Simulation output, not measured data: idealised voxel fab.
Name of the process module below: voxel fin reveal
Cross-section cut: width 235 nm, square cells of 5 nm.
Just so we're on the same page, the cross-sections are grids of square cells, and they're listed out in bands top to bottom, each band one or more rows deep.
Top, bottom (nm), then materials left to right with widths (nm); lone material tagged "edge to edge" fills the whole band edge to edge; "empty" = empty space.
Counting heights begins at 0, where everything beneath is, in the wafer as received, one material. The lowest band has no bottom; it goes on downwards, as "top 0, no bottom" shows.
A two-number width, for instance "30->40", indicates that the width is equal to the first number in the top row of the band and to the second number in the bottom row, and that it changes by a constant amount per row of cells.
No cell of the cross-section changed in a step that is given as "remained unchanged".
"Entrapped void list" specifies each empty space that is not open to the top and that occupies no fewer than 8 cells, using the form width x height at distance, the distance measured from the left edge and all three quantities in nm.
Past the settings on a step's line: simulator remark, on that step.
Each step line may optionally specify "overlay nm", which for a step with a mask gives the rightward distance between the mask's planned place and where it lay, a negative value indicating the leftward direction.
Each pair below shows a cross-section before one step and the cross-section after it, down to the lowest band that changed. The line under each pair gives the step between them, with its settings. The pairs can come from different runs of this module on the same starting wafer, so a pair continues from the pair above only where its "Pre-step section" says so.

### Pre-step section
  top 15, bottom 5  SiO2 edge to edge
  top 5, bottom 0  SiN: 40 / SiO2: 15 / SiN: 30 / SiO2: 15 / SiN: 30 / SiO2: 15 / SiN: 30 / SiO2: 15 / SiN: 45
  top 0, bottom -40  Si: 40 / SiO2: 15 / Si: 30 / SiO2: 15 / Si: 30 / SiO2: 15 / Si: 30 / SiO2: 15 / Si: 45
  top -40, no bottom  Si edge to edge
  Entrapped void list: none

### Post-Process Section
  top 5, bottom 0  SiN: 40 / SiO2: 15 / SiN: 30 / SiO2: 15 / SiN: 30 / SiO2: 15 / SiN: 30 / SiO2: 15 / SiN: 45
  Anything lower than 0 is untouched.
  Entrapped void list: none
Between before and after as drawn above: CMP, height nm 5

Pre-step section: same picture as after in the pair right above, so we don't repeat it.

### Post-Process Section
  top 5, bottom 0  SiN: 40 / empty: 15 / SiN: 30 / empty: 15 / SiN: 30 / empty: 15 / SiN: 30 / empty: 15 / SiN: 45
  top 0, bottom -30  Si: 40 / empty: 15 / Si: 30 / empty: 15 / Si: 30 / empty: 15 / Si: 30 / empty: 15 / Si: 45
  Anything lower than -30 is untouched.
  Entrapped void list: none
Between before and after as drawn above: SELECTIVE_ETCH, etch materials SiO2, depth nm 35

Pre-step section: same picture as after in the pair right above, so we don't repeat it.

### Post-Process Section
  top 0, bottom -30  Si: 40 / empty: 15 / Si: 30 / empty: 15 / Si: 30 / empty: 15 / Si: 30 / empty: 15 / Si: 45
  Anything lower than -30 is untouched.
  Entrapped void list: none
Between before and after as drawn above: STRIP, etch materials SiN
